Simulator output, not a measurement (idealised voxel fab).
process module | voxel air gaps
cross-section cut | 250 nm wide | cells 5 nm
A cross-section is a grid of square cells, given in bands from the top down. A band is one or more rows of cells.
Each band's line starts with the height of the band's top and of its bottom, in nm. Then come its materials from left to right, each with its width in nm. One material with "throughout" fills the band from edge to edge. "air" is empty space.
Height 0 is the level under which the wafer as received is all one material. The lowest band goes on downwards, as in "0 down".
A width such as "30 to 40" changes by the same amount from each row of cells to the next, from the band's top row to its bottom row.
"no change" after a step means that no cell of the cross-section changed.
closed voids: empty space of 8 cells or more with no open way to the top, each as width x height at its distance from the left edge, in nm
after a step's settings: what the simulator itself notes on the step
overlay nm, on a step with a mask: how far to the right of its planned place the mask lay; to the left if negative
plan
1 op RECEIVE | material Si
2 op CONFORMAL_DEP | material SiO2 | thk nm 15
3 op CONFORMAL_DEP | material SiN | thk nm 5
4 op DIRECTIONAL_DEP | material SiO2 | thk nm 35
5 op MASKED_ETCH | tone open | mask id LINES | width nm 25 | pitch nm 55 | etch materials SiO2 | depth nm 35 | overlay nm 0
6 op CONFORMAL_DEP | material TiN | thk nm 5
7 op FILL_DEP | material Cu | thk nm 5
8 op CMP | height nm 55
9 op EPI | material Ru | thk nm 10
10 op SELECTIVE_ETCH | etch materials SiO2 | depth nm 45
11 op CONFORMAL_DEP | material SiCN | thk nm 5
first wafer, as planned
as received, after step 1
  0 down: Si throughout
  closed voids: none
after step 2
  15 to 0: SiO2 throughout
  below 0: unchanged
after step 3
  20 to 15: SiN throughout
  below 15: unchanged
after step 4
  55 to 20: SiO2 throughout
  below 20: unchanged
after step 5
  55 to 20: SiO2 55 | air 25 | SiO2 30 | air 25 | SiO2 30 | air 25 | SiO2 60
  below 20: unchanged
after step 6
  60 to 55: TiN 60 | air 15 | TiN 40 | air 15 | TiN 40 | air 15 | TiN 65
  55 to 25: SiO2 55 | TiN 5 | air 15 | TiN 5 | SiO2 30 | TiN 5 | air 15 | TiN 5 | SiO2 30 | TiN 5 | air 15 | TiN 5 | SiO2 60
  25 to 20: SiO2 55 | TiN 25 | SiO2 30 | TiN 25 | SiO2 30 | TiN 25 | SiO2 60
  below 20: unchanged
after step 7
  65 to 60: Cu throughout
  60 to 55: TiN 60 | Cu 15 | TiN 40 | Cu 15 | TiN 40 | Cu 15 | TiN 65
  55 to 25: SiO2 55 | TiN 5 | Cu 15 | TiN 5 | SiO2 30 | TiN 5 | Cu 15 | TiN 5 | SiO2 30 | TiN 5 | Cu 15 | TiN 5 | SiO2 60
  below 25: unchanged
after step 8
  55 to 25: SiO2 55 | TiN 5 | Cu 15 | TiN 5 | SiO2 30 | TiN 5 | Cu 15 | TiN 5 | SiO2 30 | TiN 5 | Cu 15 | TiN 5 | SiO2 60
  below 25: unchanged
after step 9
  65 to 55: air 45 | Ru 45 | air 10 | Ru 45 | air 10 | Ru 45 | air 50
  below 55: unchanged
after step 10
  65 to 55: air 45 | Ru 45 | air 10 | Ru 45 | air 10 | Ru 45 | air 50
  55 to 25: air 55 | TiN 5 | Cu 15 | TiN 5 | air 30 | TiN 5 | Cu 15 | TiN 5 | air 30 | TiN 5 | Cu 15 | TiN 5 | air 60
  25 to 20: air 55 | TiN 25 | air 30 | TiN 25 | air 30 | TiN 25 | air 60
  below 20: unchanged
after step 11
  70 to 65: air 40 | SiCN 165 | air 45
  65 to 55: air 40 | SiCN 5 | Ru 45 | SiCN 10 | Ru 45 | SiCN 10 | Ru 45 | SiCN 5 | air 45
  55 to 50: air 40 | SiCN 15 | TiN 5 | Cu 15 | TiN 5 | SiCN 30 | TiN 5 | Cu 15 | TiN 5 | SiCN 30 | TiN 5 | Cu 15 | TiN 5 | SiCN 15 | air 45
  50 to 25: air 50 | SiCN 5 | TiN 5 | Cu 15 | TiN 5 | SiCN 5 | air 20 | SiCN 5 | TiN 5 | Cu 15 | TiN 5 | SiCN 5 | air 20 | SiCN 5 | TiN 5 | Cu 15 | TiN 5 | SiCN 5 | air 55
  25 to 20: SiCN 55 | TiN 25 | SiCN 30 | TiN 25 | SiCN 30 | TiN 25 | SiCN 60
  below 20: unchanged
  closed voids: 20 x 25 at 85; 20 x 25 at 140
second wafer: like start, like plan, one mistake. Through step 4 it matches the first wafer
when step 5 should have ended
  55 to 20: air 55 | SiO2 25 | air 30 | SiO2 25 | air 30 | SiO2 25 | air 60
  below 20: unchanged
when step 6 should have ended
  60 to 55: air 50 | TiN 35 | air 20 | TiN 35 | air 20 | TiN 35 | air 55
  55 to 25: air 50 | TiN 5 | SiO2 25 | TiN 5 | air 20 | TiN 5 | SiO2 25 | TiN 5 | air 20 | TiN 5 | SiO2 25 | TiN 5 | air 55
  25 to 20: TiN 55 | SiO2 25 | TiN 30 | SiO2 25 | TiN 30 | SiO2 25 | TiN 60
  below 20: unchanged
when step 7 should have ended
  65 to 60: Cu throughout
  60 to 55: Cu 50 | TiN 35 | Cu 20 | TiN 35 | Cu 20 | TiN 35 | Cu 55
  55 to 25: Cu 50 | TiN 5 | SiO2 25 | TiN 5 | Cu 20 | TiN 5 | SiO2 25 | TiN 5 | Cu 20 | TiN 5 | SiO2 25 | TiN 5 | Cu 55
  below 25: unchanged
when step 8 should have ended
  55 to 25: Cu 50 | TiN 5 | SiO2 25 | TiN 5 | Cu 20 | TiN 5 | SiO2 25 | TiN 5 | Cu 20 | TiN 5 | SiO2 25 | TiN 5 | Cu 55
  below 25: unchanged
when step 9 should have ended
  65 to 55: Ru 65 | air 5 | Ru 50 | air 5 | Ru 50 | air 5 | Ru 70
  below 55: unchanged
when step 10 should have ended
  65 to 55: Ru 65 | air 5 | Ru 50 | air 5 | Ru 50 | air 5 | Ru 70
  55 to 25: Cu 50 | TiN 5 | air 25 | TiN 5 | Cu 20 | TiN 5 | air 25 | TiN 5 | Cu 20 | TiN 5 | air 25 | TiN 5 | Cu 55
  25 to 20: TiN 55 | air 25 | TiN 30 | air 25 | TiN 30 | air 25 | TiN 60
  below 20: unchanged
when step 11 should have ended
  70 to 65: SiCN throughout
  65 to 55: Ru 65 | SiCN 5 | Ru 50 | SiCN 5 | Ru 50 | SiCN 5 | Ru 70
  55 to 50: Cu 50 | TiN 5 | SiCN 25 | TiN 5 | Cu 20 | TiN 5 | SiCN 25 | TiN 5 | Cu 20 | TiN 5 | SiCN 25 | TiN 5 | Cu 55
  50 to 25: Cu 50 | TiN 5 | SiCN 5 | air 15 | SiCN 5 | TiN 5 | Cu 20 | TiN 5 | SiCN 5 | air 15 | SiCN 5 | TiN 5 | Cu 20 | TiN 5 | SiCN 5 | air 15 | SiCN 5 | TiN 5 | Cu 55
  25 to 20: TiN 55 | SiCN 25 | TiN 30 | SiCN 25 | TiN 30 | SiCN 25 | TiN 60
  below 20: unchanged
  closed voids: 15 x 25 at 60; 15 x 25 at 115; 15 x 25 at 170
what went wrong: step 5 ran as: op MASKED_ETCH | tone cover | mask id LINES | width nm 25 | pitch nm 55 | etch materials SiO2 | depth nm 35 | overlay nm 0
at the end the second wafer has, in cells: 120 more of Cu | 40 more of Ru | 12 fewer of SiCN | 20 more of TiN
closed voids at the end (first wafer, second wafer): 2, 3
